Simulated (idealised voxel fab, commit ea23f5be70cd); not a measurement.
The process module that follows is named voxel self aligned vias.
The cross-section shown here is cut; it is 260 nm wide and divided into square cells measuring 5 nm on a side.
How to read a cross-section here: the picture is a grid of square cells, written as bands going from the top down, and any band can span one or more rows of cells.
It is stipulated that each band's entry specify, in nanometres, the height of the top of the band and then that of its bottom, followed by the materials of the band in left-to-right sequence, each together with its width in nanometres. A single material marked by the word "full width" is understood to fill the band from edge to edge; the word "empty" is understood to denote empty space.
We count height from 0. Below that, the starting wafer is all one material. The lowest band never ends at the bottom but goes on down; see "0..down" for how that is written.
You'd read "30->40" like this: the band's top row of cells is as wide as the first number, its bottom row is as wide as the second, and going down, every row changes width by the same amount as the row before did.
"changes: none" -> step changed no cross-section cell.
For the entry "Voids lacking openings", the listed items are empty spaces with no open way to the top whose size is 8 cells or more; each item follows the pattern width x height at distance, where distance is from the left edge and all three are in nm.
Past the settings on a step's line: simulator remark, on that step.
"overlay nm", when on a step's line for a step with a mask, measures how far to the right of its planned place the mask lay; a negative measure means to the left.

Process steps - plan
1,RECEIVE | material Si
2,CONFORMAL_DEP | material SiO2 | thk nm 10
3,CONFORMAL_DEP | material SiCN | thk nm 5
4,DIRECTIONAL_DEP | material lowk | thk nm 30
5,PATTERN | tone open | mask id LINES | material resist | width nm 20 | pitch nm 50 | thk nm 20 | overlay nm 0
6,DIRECTIONAL_ETCH | etch materials lowk | depth nm 30
7,STRIP | etch materials resist
8,CONFORMAL_DEP | material TiN | thk nm 5
9,FILL_DEP | material W | thk nm 10
10,CMP | height nm 45
11,SELECTIVE_ETCH | etch materials W Ru TiN | depth nm 5
12,FILL_DEP | material SiN | thk nm 10
13,CMP | height nm 45
14,DIRECTIONAL_DEP | material lowk | thk nm 20
15,MASKED_ETCH | tone open | mask id VIAS | width nm 30 | etch materials lowk | depth nm 20 | overlay nm 0
16,MASKED_ETCH | tone open | mask id VIAS | width nm 30 | etch materials SiN | depth nm 5 | overlay nm 0
17,CONFORMAL_DEP | material TiN | thk nm 5
18,FILL_DEP | material Cu | thk nm 5
19,CMP | height nm 65
20,CONFORMAL_DEP | material SiCN | thk nm 5

Of two wafers, the first: run according to plan

Wafer at receipt (post step 1), cross-section
- 0..down: Si full width
- Voids lacking openings: none

After step 2: wafer cross-section
- 10..0: SiO2 full width
- Beneath the level 0, the cross-section is identical to its previous state.

After step 3: wafer cross-section
- 15..10: SiCN full width
- Beneath the level 10, the cross-section is identical to its previous state.

After step 4: wafer cross-section
- 45..15: lowk full width
- Beneath the level 15, the cross-section is identical to its previous state.

After step 5: wafer cross-section
- 65..45: 95 of resist; 20 of empty; 30 of resist; 20 of empty; 95 of resist
- Beneath the level 45, the cross-section is identical to its previous state.

After step 6: wafer cross-section
- 65..45: 95 of resist; 20 of empty; 30 of resist; 20 of empty; 95 of resist
- 45..15: 95 of lowk; 20 of empty; 30 of lowk; 20 of empty; 95 of lowk
- Beneath the level 15, the cross-section is identical to its previous state.

After step 7: wafer cross-section
- 45..15: 95 of lowk; 20 of empty; 30 of lowk; 20 of empty; 95 of lowk
- Beneath the level 15, the cross-section is identical to its previous state.

After step 8: wafer cross-section
- 50..45: 100 of TiN; 10 of empty; 40 of TiN; 10 of empty; 100 of TiN
- 45..20: 95 of lowk; 5 of TiN; 10 of empty; 5 of TiN; 30 of lowk; 5 of TiN; 10 of empty; 5 of TiN; 95 of lowk
- 20..15: 95 of lowk; 20 of TiN; 30 of lowk; 20 of TiN; 95 of lowk
- Beneath the level 15, the cross-section is identical to its previous state.

After step 9: wafer cross-section
- 60..50: W full width
- 50..45: 100 of TiN; 10 of W; 40 of TiN; 10 of W; 100 of TiN
- 45..20: 95 of lowk; 5 of TiN; 10 of W; 5 of TiN; 30 of lowk; 5 of TiN; 10 of W; 5 of TiN; 95 of lowk
- Beneath the level 20, the cross-section is identical to its previous state.

After step 10: wafer cross-section
- 45..20: 95 of lowk; 5 of TiN; 10 of W; 5 of TiN; 30 of lowk; 5 of TiN; 10 of W; 5 of TiN; 95 of lowk
- Beneath the level 20, the cross-section is identical to its previous state.

After step 11: wafer cross-section
- 45..40: 95 of lowk; 20 of empty; 30 of lowk; 20 of empty; 95 of lowk
- Beneath the level 40, the cross-section is identical to its previous state.

After step 12: wafer cross-section
- 55..45: SiN full width
- 45..40: 95 of lowk; 20 of SiN; 30 of lowk; 20 of SiN; 95 of lowk
- Beneath the level 40, the cross-section is identical to its previous state.

After step 13: wafer cross-section
- 45..40: 95 of lowk; 20 of SiN; 30 of lowk; 20 of SiN; 95 of lowk
- Beneath the level 40, the cross-section is identical to its previous state.

After step 14: wafer cross-section
- 65..45: lowk full width
- Beneath the level 45, the cross-section is identical to its previous state.

After step 15: wafer cross-section
- 65..45: 90 of lowk; 30 of empty; 140 of lowk
- Beneath the level 45, the cross-section is identical to its previous state.

After step 16: wafer cross-section
- 65..45: 90 of lowk; 30 of empty; 140 of lowk
- 45..40: 95 of lowk; 20 of empty; 30 of lowk; 20 of SiN; 95 of lowk
- Beneath the level 40, the cross-section is identical to its previous state.

After step 17: wafer cross-section
- 70..65: 95 of TiN; 20 of empty; 145 of TiN
- 65..50: 90 of lowk; 5 of TiN; 20 of empty; 5 of TiN; 140 of lowk
- 50..45: 90 of lowk; 10 of TiN; 10 of empty; 10 of TiN; 140 of lowk
- 45..40: 95 of lowk; 20 of TiN; 30 of lowk; 20 of SiN; 95 of lowk
- Beneath the level 40, the cross-section is identical to its previous state.

After step 18: wafer cross-section
- 75..70: Cu full width
- 70..65: 95 of TiN; 20 of Cu; 145 of TiN
- 65..50: 90 of lowk; 5 of TiN; 20 of Cu; 5 of TiN; 140 of lowk
- 50..45: 90 of lowk; 10 of TiN; 10 of Cu; 10 of TiN; 140 of lowk
- Beneath the level 45, the cross-section is identical to its previous state.

After step 19: wafer cross-section
- 65..50: 90 of lowk; 5 of TiN; 20 of Cu; 5 of TiN; 140 of lowk
- Beneath the level 50, the cross-section is identical to its previous state.

After step 20: wafer cross-section
- 70..65: SiCN full width
- Beneath the level 65, the cross-section is identical to its previous state.

The remaining wafer, second of the two, started like the first and was run to the same plan, except that one mistake was made along the way; the two coincide through step 13, inclusive

Second wafer cross-section, taken as of the time the plan sets for step 14 to be done
- 45..40: 90 of lowk; 5 of empty; 20 of SiN; 5 of empty; 25 of lowk; 20 of SiN; 95 of lowk
- 40..25: 90 of lowk; 5 of empty; 5 of TiN; 10 of W; 5 of TiN; 5 of empty; 25 of lowk; 5 of TiN; 10 of W; 5 of TiN; 95 of lowk
- Beneath the level 25, the cross-section is identical to its previous state.

Second wafer cross-section, taken as of the time the plan sets for step 15 to be done
- 65..45: 90 of lowk; 5 of empty; 20 of lowk; 5 of empty; 140 of lowk
- 45..40: 95 of lowk; 20 of SiN; 30 of lowk; 20 of SiN; 95 of lowk
- 40..20: 95 of lowk; 5 of TiN; 10 of W; 5 of TiN; 30 of lowk; 5 of TiN; 10 of W; 5 of TiN; 95 of lowk
- Beneath the level 20, the cross-section is identical to its previous state.

Second wafer cross-section, taken as of the time the plan sets for step 16 to be done: changes: none

Second wafer cross-section, taken as of the time the plan sets for step 17 to be done
- 70..65: TiN full width
- 65..45: 90 of lowk; 5 of TiN; 20 of lowk; 5 of TiN; 140 of lowk
- Beneath the level 45, the cross-section is identical to its previous state.

Second wafer cross-section, taken as of the time the plan sets for step 18 to be done
- 75..70: Cu full width
- Beneath the level 70, the cross-section is identical to its previous state.

Second wafer cross-section, taken as of the time the plan sets for step 19 to be done
- 65..45: 90 of lowk; 5 of TiN; 20 of lowk; 5 of TiN; 140 of lowk
- Beneath the level 45, the cross-section is identical to its previous state.

Second wafer cross-section, taken as of the time the plan sets for step 20 to be done
- 70..65: SiCN full width
- Beneath the level 65, the cross-section is identical to its previous state.
The plan and the run diverged here: so 14 and 15 got swapped relative to the plan, each ran where the other was supposed to
Final difference in cells, second wafer against first, listed per material as more or fewer: Cu -14 | SiN +4 | TiN -6 | lowk +16
